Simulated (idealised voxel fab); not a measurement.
Process module heading - voxel self aligned vias
The cross-section on display is named cut; it measures 265 nm wide, and its cells are 5 nm squares.
Cross-section format: a grid of square cells, given as bands from top to bottom; each band is one or more rows of cells. For a band, the entry starts with two heights in nm, that of the top and then that of the bottom, and carries on with the band's materials in order from left to right, each alongside its width in nm; the word "edge to edge" beside a single material means it fills the band edge to edge, and "air" means empty space. Where do heights start? At 0: under that level the wafer as delivered is made of one material only. And the lowest band has no floor; it just carries on downward, as in "0 and below". When a width is written as two numbers, as in "30 to 40", the first number is the width in the top row of cells of the band and the second is the width in its bottom row, and the width changes by the same amount from each row to the next. For the purposes of this document, the phrase "remained unchanged" attached to a step denotes that no cell within the cross-section was modified by that step. Closed-off voids of 8+ cells (no open route to the top) go in "Trapped void list", written width x height at distance from the left edge, in nm. Whatever follows a step's settings on its line is a remark the simulator itself makes about that step. The "overlay nm" setting may appear on a step's line; for a step that uses a mask, it gives how far to the right of its planned position the mask lay, and a negative value indicates the left. What follows is a series of pairs. Each pair shows a cross-section before one process step and the cross-section after it, and the after view is drawn only down to the lowest band that changed. Beneath each pair is the step that lies between the two, with its settings. Pairs may come from different runs of this module on the same starting wafer, so a pair continues from the one above it only where its entry headed "before" says so.
-- before
- 0 and below = Si edge to edge
- Trapped void list: none
-- Post-Step Section View
- 15 down to 0 = SiO2 edge to edge
- below 0: unchanged
- Trapped void list: none
Between before and after, shown above: op CONFORMAL_DEP | material SiO2 | thk nm 15
before: no separate figure, the pair right above already shows it after its step.
-- Post-Step Section View
- 20 down to 15 = SiCN edge to edge
- below 15: unchanged
- Trapped void list: none
Between before and after, shown above: op CONFORMAL_DEP | material SiCN | thk nm 5
before: no separate figure, the pair right above already shows it after its step.
-- Post-Step Section View
- 50 down to 20 = lowk edge to edge
- below 20: unchanged
- Trapped void list: none
Between before and after, shown above: op DIRECTIONAL_DEP | material lowk | thk nm 30
before: no separate figure, the pair right above already shows it after its step.
-- Post-Step Section View
- 50 down to 20 = lowk (80), air (25), lowk (50), air (25), lowk (85)
- below 20: unchanged
- Trapped void list: none
Between before and after, shown above: op MASKED_ETCH | tone open | mask id LINES | width nm 25 | pitch nm 75 | etch materials lowk | depth nm 30 | overlay nm 0
before: no separate figure, the pair right above already shows it after its step.
-- Post-Step Section View
- 55 down to 50 = TiN (85), air (15), TiN (60), air (15), TiN (90)
- 50 down to 25 = lowk (80), TiN (5), air (15), TiN (5), lowk (50), TiN (5), air (15), TiN (5), lowk (85)
- 25 down to 20 = lowk (80), TiN (25), lowk (50), TiN (25), lowk (85)
- below 20: unchanged
- Trapped void list: none
Between before and after, shown above: op CONFORMAL_DEP | material TiN | thk nm 5
before: no separate figure, the pair right above already shows it after its step.
-- Post-Step Section View
- 65 down to 55 = Ru edge to edge
- 55 down to 50 = TiN (85), Ru (15), TiN (60), Ru (15), TiN (90)
- 50 down to 25 = lowk (80), TiN (5), Ru (15), TiN (5), lowk (50), TiN (5), Ru (15), TiN (5), lowk (85)
- below 25: unchanged
- Trapped void list: none
Between before and after, shown above: op FILL_DEP | material Ru | thk nm 10
before: no separate figure, the pair right above already shows it after its step.
-- Post-Step Section View
- 50 down to 25 = lowk (80), TiN (5), Ru (15), TiN (5), lowk (50), TiN (5), Ru (15), TiN (5), lowk (85)
- below 25: unchanged
- Trapped void list: none
Between before and after, shown above: op CMP | height nm 50
before: no separate figure, the pair right above already shows it after its step.
-- Post-Step Section View
- 50 down to 45 = lowk (80), air (25), lowk (50), air (25), lowk (85)
- below 45: unchanged
- Trapped void list: none
Between before and after, shown above: op SELECTIVE_ETCH | etch materials W Ru TiN | depth nm 5
before: no separate figure, the pair right above already shows it after its step.
-- Post-Step Section View
- 60 down to 50 = SiN edge to edge
- 50 down to 45 = lowk (80), SiN (25), lowk (50), SiN (25), lowk (85)
- below 45: unchanged
- Trapped void list: none
Between before and after, shown above: op FILL_DEP | material SiN | thk nm 10
before: no separate figure, the pair right above already shows it after its step.
-- Post-Step Section View
- 50 down to 45 = lowk (80), SiN (25), lowk (50), SiN (25), lowk (85)
- below 45: unchanged
- Trapped void list: none
Between before and after, shown above: op CMP | height nm 50
before: no separate figure, the pair right above already shows it after its step.
-- Post-Step Section View
- 70 down to 50 = lowk edge to edge
- below 50: unchanged
- Trapped void list: none
Between before and after, shown above: op DIRECTIONAL_DEP | material lowk | thk nm 20
before: no separate figure, the pair right above already shows it after its step.
-- Post-Step Section View
- 90 down to 70 = resist (70), air (45), resist (150)
- below 70: unchanged
- Trapped void list: none
Between before and after, shown above: op PATTERN | tone open | mask id VIAS | material resist | width nm 45 | thk nm 20 | overlay nm 0
before: no separate figure, the pair right above already shows it after its step.
-- Post-Step Section View
- 90 down to 70 = resist (70), air (45), resist (150)
- 70 down to 50 = lowk (70), air (45), lowk (150)
- below 50: unchanged
- Trapped void list: none
Between before and after, shown above: op DIRECTIONAL_ETCH | etch materials lowk | depth nm 20
before: no separate figure, the pair right above already shows it after its step.
-- Post-Step Section View
- 90 down to 70 = resist (70), air (45), resist (150)
- 70 down to 50 = lowk (70), air (45), lowk (150)
- 50 down to 45 = lowk (80), air (25), lowk (50), SiN (25), lowk (85)
- below 45: unchanged
- Trapped void list: none
Between before and after, shown above: op DIRECTIONAL_ETCH | etch materials SiN | depth nm 5
before: no separate figure, the pair right above already shows it after its step.
-- Post-Step Section View
- 70 down to 50 = lowk (70), air (45), lowk (150)
- below 50: unchanged
- Trapped void list: none
Between before and after, shown above: op STRIP | etch materials resist
before: no separate figure, the pair right above already shows it after its step.
-- Post-Step Section View
- 75 down to 70 = TiN (75), air (35), TiN (155)
- 70 down to 55 = lowk (70), TiN (5), air (35), TiN (5), lowk (150)
- 55 down to 50 = lowk (70), TiN (15), air (15), TiN (15), lowk (150)
- 50 down to 45 = lowk (80), TiN (25), lowk (50), SiN (25), lowk (85)
- below 45: unchanged
- Trapped void list: none
Between before and after, shown above: op CONFORMAL_DEP | material TiN | thk nm 5
before: no separate figure, the pair right above already shows it after its step.
-- Post-Step Section View
- 85 down to 75 = W edge to edge
- 75 down to 70 = TiN (75), W (35), TiN (155)
- 70 down to 55 = lowk (70), TiN (5), W (35), TiN (5), lowk (150)
- 55 down to 50 = lowk (70), TiN (15), W (15), TiN (15), lowk (150)
- below 50: unchanged
- Trapped void list: none
Between before and after, shown above: op FILL_DEP | material W | thk nm 10
before: no separate figure, the pair right above already shows it after its step.
-- Post-Step Section View
- 70 down to 55 = lowk (70), TiN (5), W (35), TiN (5), lowk (150)
- below 55: unchanged
- Trapped void list: none
Between before and after, shown above: op CMP | height nm 70
before: no separate figure, the pair right above already shows it after its step.
-- Post-Step Section View
- 75 down to 70 = SiN edge to edge
- below 70: unchanged
- Trapped void list: none
Between before and after, shown above: op CONFORMAL_DEP | material SiN | thk nm 5
-- before
- 85 down to 75 = W edge to edge
- 75 down to 70 = TiN (75), W (35), TiN (155)
- 70 down to 55 = lowk (70), TiN (5), W (35), TiN (5), lowk (150)
- 55 down to 50 = lowk (70), TiN (15), W (15), TiN (15), lowk (150)
- 50 down to 45 = lowk (80), TiN (25), lowk (50), SiN (25), lowk (85)
- 45 down to 25 = lowk (80), TiN (5), Ru (15), TiN (5), lowk (50), TiN (5), Ru (15), TiN (5), lowk (85)
- 25 down to 20 = lowk (80), TiN (25), lowk (50), TiN (25), lowk (85)
- 20 down to 15 = SiCN edge to edge
- 15 down to 0 = SiO2 edge to edge
- 0 and below = Si edge to edge
- Trapped void list: none
-- Post-Step Section View
- 90 down to 85 = SiN edge to edge
- below 85: unchanged
- Trapped void list: none
Between before and after, shown above: op CONFORMAL_DEP | material SiN | thk nm 5
-- before
- 90 down to 70 = resist (70), air (45), resist (150)
- 70 down to 50 = lowk (70), air (45), lowk (150)
- 50 down to 45 = lowk (80), SiN (25), lowk (50), SiN (25), lowk (85)
- 45 down to 25 = lowk (80), TiN (5), Ru (15), TiN (5), lowk (50), TiN (5), Ru (15), TiN (5), lowk (85)
- 25 down to 20 = lowk (80), TiN (25), lowk (50), TiN (25), lowk (85)
- 20 down to 15 = SiCN edge to edge
- 15 down to 0 = SiO2 edge to edge
- 0 and below = Si edge to edge
- Trapped void list: none
-- Post-Step Section View
- 90 down to 70 = resist (70), air (45), resist (150)
- 70 down to 50 = lowk (70), air (45), lowk (150)
- 50 down to 45 = lowk (70), air (10), SiN (25), air (10), lowk (40), SiN (25), lowk (85)
- 45 down to 30 = lowk (70), air (10), TiN (5), Ru (15), TiN (5), air (10), lowk (40), TiN (5), Ru (15), TiN (5), lowk (85)
- below 30: unchanged
- Trapped void list: none
Between before and after, shown above: op DIRECTIONAL_ETCH | etch materials lowk | depth nm 20
before: no separate figure, the pair right above already shows it after its step.
-- Post-Step Section View
- 90 down to 70 = resist (70), air (45), resist (150)
- 70 down to 50 = lowk (70), air (45), lowk (150)
- 50 down to 45 = lowk (70), air (45), lowk (40), SiN (25), lowk (85)
- below 45: unchanged
- Trapped void list: none
Between before and after, shown above: op DIRECTIONAL_ETCH | etch materials SiN | depth nm 5
before: no separate figure, the pair right above already shows it after its step.
-- Post-Step Section View
- 70 down to 50 = lowk (70), air (45), lowk (150)
- below 50: unchanged
- Trapped void list: none
Between before and after, shown above: op STRIP | etch materials resist
before: no separate figure, the pair right above already shows it after its step.
-- Post-Step Section View
- 75 down to 70 = TiN (75), air (35), TiN (155)
- 70 down to 50 = lowk (70), TiN (5), air (35), TiN (5), lowk (150)
- 50 down to 45 = lowk (70), TiN (45), lowk (40), SiN (25), lowk (85)
- 45 down to 30 = lowk (70), TiN (15), Ru (15), TiN (15), lowk (40), TiN (5), Ru (15), TiN (5), lowk (85)
- below 30: unchanged
- Trapped void list: none
Between before and after, shown above: op CONFORMAL_DEP | material TiN | thk nm 5
before: no separate figure, the pair right above already shows it after its step.
-- Post-Step Section View
- 85 down to 75 = W edge to edge
- 75 down to 70 = TiN (75), W (35), TiN (155)
- 70 down to 50 = lowk (70), TiN (5), W (35), TiN (5), lowk (150)
- below 50: unchanged
- Trapped void list: none
Between before and after, shown above: op FILL_DEP | material W | thk nm 10
before: no separate figure, the pair right above already shows it after its step.
-- Post-Step Section View
- 70 down to 50 = lowk (70), TiN (5), W (35), TiN (5), lowk (150)
- below 50: unchanged
- Trapped void list: none
Between before and after, shown above: op CMP | height nm 70
before: no separate figure, the pair right above already shows it after its step.
-- Post-Step Section View
- 75 down to 70 = SiN edge to edge
- below 70: unchanged
- Trapped void list: none
Between before and after, shown above: op CONFORMAL_DEP | material SiN | thk nm 5
-- before
- 0 and below = Si edge to edge
- Trapped void list: none
-- Post-Step Section View
- 5 down to 0 = SiCN edge to edge
- below 0: unchanged
- Trapped void list: none
Between before and after, shown above: op CONFORMAL_DEP | material SiCN | thk nm 5
before: no separate figure, the pair right above already shows it after its step.
-- Post-Step Section View
- 20 down to 5 = SiO2 edge to edge
- below 5: unchanged
- Trapped void list: none
Between before and after, shown above: op CONFORMAL_DEP | material SiO2 | thk nm 15
before: no separate figure, the pair right above already shows it after its step.
-- Post-Step Section View
- 50 down to 20 = lowk edge to edge
- below 20: unchanged
- Trapped void list: none
Between before and after, shown above: op DIRECTIONAL_DEP | material lowk | thk nm 30
before: no separate figure, the pair right above already shows it after its step.
-- Post-Step Section View
- 50 down to 20 = lowk (80), air (25), lowk (50), air (25), lowk (85)
- below 20: unchanged
- Trapped void list: none
Between before and after, shown above: op MASKED_ETCH | tone open | mask id LINES | width nm 25 | pitch nm 75 | etch materials lowk | depth nm 30 | overlay nm 0
before: no separate figure, the pair right above already shows it after its step.
-- Post-Step Section View
- 55 down to 50 = TiN (85), air (15), TiN (60), air (15), TiN (90)
- 50 down to 25 = lowk (80), TiN (5), air (15), TiN (5), lowk (50), TiN (5), air (15), TiN (5), lowk (85)
- 25 down to 20 = lowk (80), TiN (25), lowk (50), TiN (25), lowk (85)
- below 20: unchanged
- Trapped void list: none
Between before and after, shown above: op CONFORMAL_DEP | material TiN | thk nm 5
before: no separate figure, the pair right above already shows it after its step.
-- Post-Step Section View
- 65 down to 55 = Ru edge to edge
- 55 down to 50 = TiN (85), Ru (15), TiN (60), Ru (15), TiN (90)
- 50 down to 25 = lowk (80), TiN (5), Ru (15), TiN (5), lowk (50), TiN (5), Ru (15), TiN (5), lowk (85)
- below 25: unchanged
- Trapped void list: none
Between before and after, shown above: op FILL_DEP | material Ru | thk nm 10
before: no separate figure, the pair right above already shows it after its step.
-- Post-Step Section View
- 50 down to 25 = lowk (80), TiN (5), Ru (15), TiN (5), lowk (50), TiN (5), Ru (15), TiN (5), lowk (85)
- below 25: unchanged
- Trapped void list: none
Between before and after, shown above: op CMP | height nm 50
before: no separate figure, the pair right above already shows it after its step.
-- Post-Step Section View
- 50 down to 45 = lowk (80), air (25), lowk (50), air (25), lowk (85)
- below 45: unchanged
- Trapped void list: none
Between before and after, shown above: op SELECTIVE_ETCH | etch materials W Ru TiN | depth nm 5
before: no separate figure, the pair right above already shows it after its step.
-- Post-Step Section View
- 60 down to 50 = SiN edge to edge
- 50 down to 45 = lowk (80), SiN (25), lowk (50), SiN (25), lowk (85)
- below 45: unchanged
- Trapped void list: none
Between before and after, shown above: op FILL_DEP | material SiN | thk nm 10
before: no separate figure, the pair right above already shows it after its step.
-- Post-Step Section View
- 50 down to 45 = lowk (80), SiN (25), lowk (50), SiN (25), lowk (85)
- below 45: unchanged
- Trapped void list: none
Between before and after, shown above: op CMP | height nm 50
before: no separate figure, the pair right above already shows it after its step.
-- Post-Step Section View
- 70 down to 50 = lowk edge to edge
- below 50: unchanged
- Trapped void list: none
Between before and after, shown above: op DIRECTIONAL_DEP | material lowk | thk nm 20
before: no separate figure, the pair right above already shows it after its step.
-- Post-Step Section View
- 90 down to 70 = resist (70), air (45), resist (150)
- below 70: unchanged
- Trapped void list: none
Between before and after, shown above: op PATTERN | tone open | mask id VIAS | material resist | width nm 45 | thk nm 20 | overlay nm 0
before: no separate figure, the pair right above already shows it after its step.
-- Post-Step Section View
- 90 down to 70 = resist (70), air (45), resist (150)
- 70 down to 50 = lowk (70), air (45), lowk (150)
- below 50: unchanged
- Trapped void list: none
Between before and after, shown above: op DIRECTIONAL_ETCH | etch materials lowk | depth nm 20
before: no separate figure, the pair right above already shows it after its step.
-- Post-Step Section View
- 90 down to 70 = resist (70), air (45), resist (150)
- 70 down to 50 = lowk (70), air (45), lowk (150)
- 50 down to 45 = lowk (80), air (25), lowk (50), SiN (25), lowk (85)
- below 45: unchanged
- Trapped void list: none
Between before and after, shown above: op DIRECTIONAL_ETCH | etch materials SiN | depth nm 5
before: no separate figure, the pair right above already shows it after its step.
-- Post-Step Section View
- 70 down to 50 = lowk (70), air (45), lowk (150)
- below 50: unchanged
- Trapped void list: none
Between before and after, shown above: op STRIP | etch materials resist
before: no separate figure, the pair right above already shows it after its step.
-- Post-Step Section View
- 75 down to 70 = TiN (75), air (35), TiN (155)
- 70 down to 55 = lowk (70), TiN (5), air (35), TiN (5), lowk (150)
- 55 down to 50 = lowk (70), TiN (15), air (15), TiN (15), lowk (150)
- 50 down to 45 = lowk (80), TiN (25), lowk (50), SiN (25), lowk (85)
- below 45: unchanged
- Trapped void list: none
Between before and after, shown above: op CONFORMAL_DEP | material TiN | thk nm 5
before: no separate figure, the pair right above already shows it after its step.
-- Post-Step Section View
- 85 down to 75 = W edge to edge
- 75 down to 70 = TiN (75), W (35), TiN (155)
- 70 down to 55 = lowk (70), TiN (5), W (35), TiN (5), lowk (150)
- 55 down to 50 = lowk (70), TiN (15), W (15), TiN (15), lowk (150)
- below 50: unchanged
- Trapped void list: none
Between before and after, shown above: op FILL_DEP | material W | thk nm 10
before: no separate figure, the pair right above already shows it after its step.
-- Post-Step Section View
- 70 down to 55 = lowk (70), TiN (5), W (35), TiN (5), lowk (150)
- below 55: unchanged
- Trapped void list: none
Between before and after, shown above: op CMP | height nm 70
before: no separate figure, the pair right above already shows it after its step.
-- Post-Step Section View
- 75 down to 70 = SiN edge to edge
- below 70: unchanged
- Trapped void list: none
Between before and after, shown above: op CONFORMAL_DEP | material SiN | thk nm 5
-- before
- 50 down to 25 = lowk (80), TiN (5), Ru (15), TiN (5), lowk (50), TiN (5), Ru (15), TiN (5), lowk (85)
- 25 down to 20 = lowk (80), TiN (25), lowk (50), TiN (25), lowk (85)
- 20 down to 15 = SiCN edge to edge
- 15 down to 0 = SiO2 edge to edge
- 0 and below = Si edge to edge
- Trapped void list: none
-- Post-Step Section View
- 50 down to 35 = lowk (80), air (25), lowk (50), air (25), lowk (85)
- below 35: unchanged
- Trapped void list: none
Between before and after, shown above: op SELECTIVE_ETCH | etch materials W Ru TiN | depth nm 15
before: no separate figure, the pair right above already shows it after its step.
-- Post-Step Section View
- 60 down to 50 = SiN edge to edge
- 50 down to 35 = lowk (80), SiN (25), lowk (50), SiN (25), lowk (85)
- below 35: unchanged
- Trapped void list: none
Between before and after, shown above: op FILL_DEP | material SiN | thk nm 10
before: no separate figure, the pair right above already shows it after its step.
-- Post-Step Section View
- 50 down to 35 = lowk (80), SiN (25), lowk (50), SiN (25), lowk (85)
- below 35: unchanged
- Trapped void list: none
Between before and after, shown above: op CMP | height nm 50
before: no separate figure, the pair right above already shows it after its step.
-- Post-Step Section View
- 70 down to 50 = lowk edge to edge
- below 50: unchanged
- Trapped void list: none
Between before and after, shown above: op DIRECTIONAL_DEP | material lowk | thk nm 20
before: no separate figure, the pair right above already shows it after its step.
-- Post-Step Section View
- 90 down to 70 = resist (70), air (45), resist (150)
- below 70: unchanged
- Trapped void list: none
Between before and after, shown above: op PATTERN | tone open | mask id VIAS | material resist | width nm 45 | thk nm 20 | overlay nm 0
before: no separate figure, the pair right above already shows it after its step.
-- Post-Step Section View
- 90 down to 70 = resist (70), air (45), resist (150)
- 70 down to 50 = lowk (70), air (45), lowk (150)
- below 50: unchanged
- Trapped void list: none
Between before and after, shown above: op DIRECTIONAL_ETCH | etch materials lowk | depth nm 20
before: no separate figure, the pair right above already shows it after its step.
-- Post-Step Section View
- 90 down to 70 = resist (70), air (45), resist (150)
- 70 down to 50 = lowk (70), air (45), lowk (150)
- 50 down to 45 = lowk (80), air (25), lowk (50), SiN (25), lowk (85)
- below 45: unchanged
- Trapped void list: none
Between before and after, shown above: op DIRECTIONAL_ETCH | etch materials SiN | depth nm 5
before: no separate figure, the pair right above already shows it after its step.
-- Post-Step Section View
- 70 down to 50 = lowk (70), air (45), lowk (150)
- below 50: unchanged
- Trapped void list: none
Between before and after, shown above: op STRIP | etch materials resist
before: no separate figure, the pair right above already shows it after its step.
-- Post-Step Section View
- 75 down to 70 = TiN (75), air (35), TiN (155)
- 70 down to 55 = lowk (70), TiN (5), air (35), TiN (5), lowk (150)
- 55 down to 50 = lowk (70), TiN (15), air (15), TiN (15), lowk (150)
- 50 down to 45 = lowk (80), TiN (25), lowk (50), SiN (25), lowk (85)
- below 45: unchanged
- Trapped void list: none
Between before and after, shown above: op CONFORMAL_DEP | material TiN | thk nm 5
before: no separate figure, the pair right above already shows it after its step.
-- Post-Step Section View
- 85 down to 75 = W edge to edge
- 75 down to 70 = TiN (75), W (35), TiN (155)
- 70 down to 55 = lowk (70), TiN (5), W (35), TiN (5), lowk (150)
- 55 down to 50 = lowk (70), TiN (15), W (15), TiN (15), lowk (150)
- below 50: unchanged
- Trapped void list: none
Between before and after, shown above: op FILL_DEP | material W | thk nm 10
before: no separate figure, the pair right above already shows it after its step.
-- Post-Step Section View
- 70 down to 55 = lowk (70), TiN (5), W (35), TiN (5), lowk (150)
- below 55: unchanged
- Trapped void list: none
Between before and after, shown above: op CMP | height nm 70
before: no separate figure, the pair right above already shows it after its step.
-- Post-Step Section View
- 75 down to 70 = SiN edge to edge
- below 70: unchanged
- Trapped void list: none
Between before and after, shown above: op CONFORMAL_DEP | material SiN | thk nm 5
-- before
- 50 down to 20 = lowk edge to edge
- 20 down to 15 = SiCN edge to edge
- 15 down to 0 = SiO2 edge to edge
- 0 and below = Si edge to edge
- Trapped void list: none
-- Post-Step Section View
- 50 down to 20 = lowk (80), air (30), lowk (45), air (30), lowk (80)
- below 20: unchanged
- Trapped void list: none
Between before and after, shown above: op MASKED_ETCH | tone open | mask id LINES | width nm 30 | pitch nm 75 | etch materials lowk | depth nm 30 | overlay nm 0
before: no separate figure, the pair right above already shows it after its step.
-- Post-Step Section View
- 55 down to 50 = TiN (85), air (20), TiN (55), air (20), TiN (85)
- 50 down to 25 = lowk (80), TiN (5), air (20), TiN (5), lowk (45), TiN (5), air (20), TiN (5), lowk (80)
- 25 down to 20 = lowk (80), TiN (30), lowk (45), TiN (30), lowk (80)
- below 20: unchanged
- Trapped void list: none
Between before and after, shown above: op CONFORMAL_DEP | material TiN | thk nm 5
before: no separate figure, the pair right above already shows it after its step.
-- Post-Step Section View
- 65 down to 55 = Ru edge to edge
- 55 down to 50 = TiN (85), Ru (20), TiN (55), Ru (20), TiN (85)
- 50 down to 25 = lowk (80), TiN (5), Ru (20), TiN (5), lowk (45), TiN (5), Ru (20), TiN (5), lowk (80)
- below 25: unchanged
- Trapped void list: none
Between before and after, shown above: op FILL_DEP | material Ru | thk nm 10
before: no separate figure, the pair right above already shows it after its step.
-- Post-Step Section View
- 50 down to 25 = lowk (80), TiN (5), Ru (20), TiN (5), lowk (45), TiN (5), Ru (20), TiN (5), lowk (80)
- below 25: unchanged
- Trapped void list: none
Between before and after, shown above: op CMP | height nm 50
before: no separate figure, the pair right above already shows it after its step.
-- Post-Step Section View
- 50 down to 45 = lowk (80), air (30), lowk (45), air (30), lowk (80)
- below 45: unchanged
- Trapped void list: none
Between before and after, shown above: op SELECTIVE_ETCH | etch materials W Ru TiN | depth nm 5
before: no separate figure, the pair right above already shows it after its step.
-- Post-Step Section View
- 60 down to 50 = SiN edge to edge
- 50 down to 45 = lowk (80), SiN (30), lowk (45), SiN (30), lowk (80)
- below 45: unchanged
- Trapped void list: none
Between before and after, shown above: op FILL_DEP | material SiN | thk nm 10
before: no separate figure, the pair right above already shows it after its step.
-- Post-Step Section View
- 50 down to 45 = lowk (80), SiN (30), lowk (45), SiN (30), lowk (80)
- below 45: unchanged
- Trapped void list: none
Between before and after, shown above: op CMP | height nm 50
before: no separate figure, the pair right above already shows it after its step.
-- Post-Step Section View
- 70 down to 50 = lowk edge to edge
- below 50: unchanged
- Trapped void list: none
Between before and after, shown above: op DIRECTIONAL_DEP | material lowk | thk nm 20
before: no separate figure, the pair right above already shows it after its step.
-- Post-Step Section View
- 90 down to 70 = resist (70), air (45), resist (150)
- below 70: unchanged
- Trapped void list: none
Between before and after, shown above: op PATTERN | tone open | mask id VIAS | material resist | width nm 45 | thk nm 20 | overlay nm 0
before: no separate figure, the pair right above already shows it after its step.
-- Post-Step Section View
- 90 down to 70 = resist (70), air (45), resist (150)
- 70 down to 50 = lowk (70), air (45), lowk (150)
- below 50: unchanged
- Trapped void list: none
Between before and after, shown above: op DIRECTIONAL_ETCH | etch materials lowk | depth nm 20
before: no separate figure, the pair right above already shows it after its step.
-- Post-Step Section View
- 90 down to 70 = resist (70), air (45), resist (150)
- 70 down to 50 = lowk (70), air (45), lowk (150)
- 50 down to 45 = lowk (80), air (30), lowk (45), SiN (30), lowk (80)
- below 45: unchanged
- Trapped void list: none
Between before and after, shown above: op DIRECTIONAL_ETCH | etch materials SiN | depth nm 5
before: no separate figure, the pair right above already shows it after its step.
-- Post-Step Section View
- 70 down to 50 = lowk (70), air (45), lowk (150)
- below 50: unchanged
- Trapped void list: none
Between before and after, shown above: op STRIP | etch materials resist
before: no separate figure, the pair right above already shows it after its step.
-- Post-Step Section View
- 75 down to 70 = TiN (75), air (35), TiN (155)
- 70 down to 55 = lowk (70), TiN (5), air (35), TiN (5), lowk (150)
- 55 down to 50 = lowk (70), TiN (15), air (20), TiN (10), lowk (150)
- 50 down to 45 = lowk (80), TiN (30), lowk (45), SiN (30), lowk (80)
- below 45: unchanged
- Trapped void list: none
Between before and after, shown above: op CONFORMAL_DEP | material TiN | thk nm 5
before: no separate figure, the pair right above already shows it after its step.
-- Post-Step Section View
- 85 down to 75 = W edge to edge
- 75 down to 70 = TiN (75), W (35), TiN (155)
- 70 down to 55 = lowk (70), TiN (5), W (35), TiN (5), lowk (150)
- 55 down to 50 = lowk (70), TiN (15), W (20), TiN (10), lowk (150)
- below 50: unchanged
- Trapped void list: none
Between before and after, shown above: op FILL_DEP | material W | thk nm 10
before: no separate figure, the pair right above already shows it after its step.
-- Post-Step Section View
- 70 down to 55 = lowk (70), TiN (5), W (35), TiN (5), lowk (150)
- below 55: unchanged
- Trapped void list: none
Between before and after, shown above: op CMP | height nm 70
before: no separate figure, the pair right above already shows it after its step.
-- Post-Step Section View
- 75 down to 70 = SiN edge to edge
- below 70: unchanged
- Trapped void list: none
Between before and after, shown above: op CONFORMAL_DEP | material SiN | thk nm 5
-- before
- 50 down to 20 = lowk edge to edge
- 20 down to 15 = SiCN edge to edge
- 15 down to 0 = SiO2 edge to edge
- 0 and below = Si edge to edge
- Trapped void list: none
-- Post-Step Section View
- 50 down to 20 = lowk (90), air (25), lowk (50), air (25), lowk (75)
- below 20: unchanged
- Trapped void list: none
Between before and after, shown above: op MASKED_ETCH | tone open | mask id LINES | width nm 25 | pitch nm 75 | etch materials lowk | depth nm 30 | overlay nm 10
before: no separate figure, the pair right above already shows it after its step.
-- Post-Step Section View
- 55 down to 50 = TiN (95), air (15), TiN (60), air (15), TiN (80)
- 50 down to 25 = lowk (90), TiN (5), air (15), TiN (5), lowk (50), TiN (5), air (15), TiN (5), lowk (75)
- 25 down to 20 = lowk (90), TiN (25), lowk (50), TiN (25), lowk (75)
- below 20: unchanged
- Trapped void list: none
Between before and after, shown above: op CONFORMAL_DEP | material TiN | thk nm 5
before: no separate figure, the pair right above already shows it after its step.
-- Post-Step Section View
- 65 down to 55 = Ru edge to edge
- 55 down to 50 = TiN (95), Ru (15), TiN (60), Ru (15), TiN (80)
- 50 down to 25 = lowk (90), TiN (5), Ru (15), TiN (5), lowk (50), TiN (5), Ru (15), TiN (5), lowk (75)
- below 25: unchanged
- Trapped void list: none
Between before and after, shown above: op FILL_DEP | material Ru | thk nm 10
before: no separate figure, the pair right above already shows it after its step.
-- Post-Step Section View
- 50 down to 25 = lowk (90), TiN (5), Ru (15), TiN (5), lowk (50), TiN (5), Ru (15), TiN (5), lowk (75)
- below 25: unchanged
- Trapped void list: none
Between before and after, shown above: op CMP | height nm 50
before: no separate figure, the pair right above already shows it after its step.
-- Post-Step Section View
- 50 down to 45 = lowk (90), air (25), lowk (50), air (25), lowk (75)
- below 45: unchanged
- Trapped void list: none
Between before and after, shown above: op SELECTIVE_ETCH | etch materials W Ru TiN | depth nm 5
before: no separate figure, the pair right above already shows it after its step.
-- Post-Step Section View
- 60 down to 50 = SiN edge to edge
- 50 down to 45 = lowk (90), SiN (25), lowk (50), SiN (25), lowk (75)
- below 45: unchanged
- Trapped void list: none
Between before and after, shown above: op FILL_DEP | material SiN | thk nm 10
before: no separate figure, the pair right above already shows it after its step.
-- Post-Step Section View
- 50 down to 45 = lowk (90), SiN (25), lowk (50), SiN (25), lowk (75)
- below 45: unchanged
- Trapped void list: none
Between before and after, shown above: op CMP | height nm 50
before: no separate figure, the pair right above already shows it after its step.
-- Post-Step Section View
- 70 down to 50 = lowk edge to edge
- below 50: unchanged
- Trapped void list: none
Between before and after, shown above: op DIRECTIONAL_DEP | material lowk | thk nm 20
before: no separate figure, the pair right above already shows it after its step.
-- Post-Step Section View
- 90 down to 70 = resist (70), air (45), resist (150)
- below 70: unchanged
- Trapped void list: none
Between before and after, shown above: op PATTERN | tone open | mask id VIAS | material resist | width nm 45 | thk nm 20 | overlay nm 0
before: no separate figure, the pair right above already shows it after its step.
-- Post-Step Section View
- 90 down to 70 = resist (70), air (45), resist (150)
- 70 down to 50 = lowk (70), air (45), lowk (150)
- below 50: unchanged
- Trapped void list: none
Between before and after, shown above: op DIRECTIONAL_ETCH | etch materials lowk | depth nm 20
before: no separate figure, the pair right above already shows it after its step.
-- Post-Step Section View
- 90 down to 70 = resist (70), air (45), resist (150)
- 70 down to 50 = lowk (70), air (45), lowk (150)
- 50 down to 45 = lowk (90), air (25), lowk (50), SiN (25), lowk (75)
- below 45: unchanged
- Trapped void list: none
Between before and after, shown above: op DIRECTIONAL_ETCH | etch materials SiN | depth nm 5
before: no separate figure, the pair right above already shows it after its step.
-- Post-Step Section View
- 70 down to 50 = lowk (70), air (45), lowk (150)
- below 50: unchanged
- Trapped void list: none
Between before and after, shown above: op STRIP | etch materials resist
before: no separate figure, the pair right above already shows it after its step.
-- Post-Step Section View
- 75 down to 70 = TiN (75), air (35), TiN (155)
- 70 down to 55 = lowk (70), TiN (5), air (35), TiN (5), lowk (150)
- 55 down to 50 = lowk (70), TiN (25), air (15), TiN (5), lowk (150)
- 50 down to 45 = lowk (90), TiN (25), lowk (50), SiN (25), lowk (75)
- below 45: unchanged
- Trapped void list: none
Between before and after, shown above: op CONFORMAL_DEP | material TiN | thk nm 5
before: no separate figure, the pair right above already shows it after its step.
-- Post-Step Section View
- 85 down to 75 = W edge to edge
- 75 down to 70 = TiN (75), W (35), TiN (155)
- 70 down to 55 = lowk (70), TiN (5), W (35), TiN (5), lowk (150)
- 55 down to 50 = lowk (70), TiN (25), W (15), TiN (5), lowk (150)
- below 50: unchanged
- Trapped void list: none
Between before and after, shown above: op FILL_DEP | material W | thk nm 10
before: no separate figure, the pair right above already shows it after its step.
-- Post-Step Section View
- 70 down to 55 = lowk (70), TiN (5), W (35), TiN (5), lowk (150)
- below 55: unchanged
- Trapped void list: none
Between before and after, shown above: op CMP | height nm 70
before: no separate figure, the pair right above already shows it after its step.
-- Post-Step Section View
- 75 down to 70 = SiN edge to edge
- below 70: unchanged
- Trapped void list: none
Between before and after, shown above: op CONFORMAL_DEP | material SiN | thk nm 5
-- before
- 20 down to 15 = SiCN edge to edge
- 15 down to 0 = SiO2 edge to edge
- 0 and below = Si edge to edge
- Trapped void list: none
-- Post-Step Section View
- 50 down to 15 = SiCN edge to edge
- below 15: unchanged
- Trapped void list: none
Between before and after, shown above: op DIRECTIONAL_DEP | material SiCN | thk nm 30
before: no separate figure, the pair right above already shows it after its step.
-- Post-Step Section View
- 55 down to 50 = TiN edge to edge
- below 50: unchanged
- Trapped void list: none
Between before and after, shown above: op CONFORMAL_DEP | material TiN | thk nm 5
